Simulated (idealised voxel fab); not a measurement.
Title: Process Module voxel trench capacitor
cross-section cut | 280 nm wide | cells 5 nm
A cross-section is written here as square cells arranged in a grid, and it is given in bands from the top down, each band taking up one or more rows of cells.
Band: top height; bottom height; in nm. Then, left to right: material with width in nm, for each material. "all across": a single material spanning edge to edge. "empty": empty space.
Below 0: as-received wafer, all one material; heights counted from there. Lowest band: no bottom, goes on down, written "0 down".
Think of "30..40" as a width that walks from the first number to the second as you go down the band, top row to bottom row, taking equal-sized steps from row to row.
For the purposes of this document, the phrase "same as before" attached to a step denotes that no cell within the cross-section was modified by that step.
Under "Sealed cavities" you'll find the enclosed gaps, the ones with no way out to the top, that are 8 cells or bigger; each reads width x height at distance, with distance counted from the left edge, everything in nm.
after a step's settings: what the simulator itself notes on the step
The line of a step may include "overlay nm". On a step with a mask, this value is how far to the right of its planned place the mask lay. A negative value means the mask lay to the left.
**Process steps foreseen in the plan**
1) RECEIVE | material Si
2) CONFORMAL_DEP | material SiN | thk nm 10
3) DIRECTIONAL_DEP | material aC | thk nm 15
4) PATTERN | tone open | mask id TRENCH | material resist | width nm 20 | pitch nm 45 | thk nm 35 | overlay nm 0
5) DIRECTIONAL_ETCH | etch materials aC | depth nm 15
6) STRIP | etch materials resist
7) DIRECTIONAL_ETCH | etch materials SiN | depth nm 10
8) DIRECTIONAL_ETCH | etch materials Si | depth nm 30
9) STRIP | etch materials aC
10) CONFORMAL_DEP | material HfO2 | thk nm 5
11) CONFORMAL_DEP | material TiN | thk nm 5
12) FILL_DEP | material W | thk nm 10
13) CMP | height nm 10
The wafers are alike at the start. At step 4, their width nm differs. The plan lists the first wafer's value.
**Cross-sectional view of the first of several wafers in the as-received condition, corresponding to the state following step 1**
    0 down  Si all across
    Sealed cavities: none
**Cross-sectional representation of the first of several wafers at the end of the module, i.e. after its terminal step, step 13**
    10 to 0  SiN: 105; HfO2: 5; TiN: 10; HfO2: 5; SiN: 25; HfO2: 5; TiN: 10; HfO2: 5; SiN: 110
    0 to -25  Si: 105; HfO2: 5; TiN: 10; HfO2: 5; Si: 25; HfO2: 5; TiN: 10; HfO2: 5; Si: 110
    -25 to -30  Si: 105; HfO2: 20; Si: 25; HfO2: 20; Si: 110
    -30 down  Si all across
    Sealed cavities: none
**Cross-section, last wafer, module completion**
    10 to 0  SiN: 100; HfO2: 5; TiN: 5; W: 10; TiN: 5; HfO2: 5; SiN: 15; HfO2: 5; TiN: 5; W: 10; TiN: 5; HfO2: 5; SiN: 105
    0 to -20  Si: 100; HfO2: 5; TiN: 5; W: 10; TiN: 5; HfO2: 5; Si: 15; HfO2: 5; TiN: 5; W: 10; TiN: 5; HfO2: 5; Si: 105
    -20 to -25  Si: 100; HfO2: 5; TiN: 20; HfO2: 5; Si: 15; HfO2: 5; TiN: 20; HfO2: 5; Si: 105
    -25 to -30  Si: 100; HfO2: 30; Si: 15; HfO2: 30; Si: 105
    -30 down  Si all across
    Sealed cavities: none
**Where each wafer stands at the end of the module, a row apiece: cells of each material gained (+) or lost (-) since it was received, then closed voids**
width nm 20; +36 HfO2; -48 Si; +96 SiN; +28 TiN; Sealed cavities: none
width nm 25; +38 HfO2; -60 Si; +92 SiN; +30 TiN; +12 W; Sealed cavities: none
width nm 30; +40 HfO2; -72 Si; +88 SiN; +32 TiN; +24 W; Sealed cavities: none
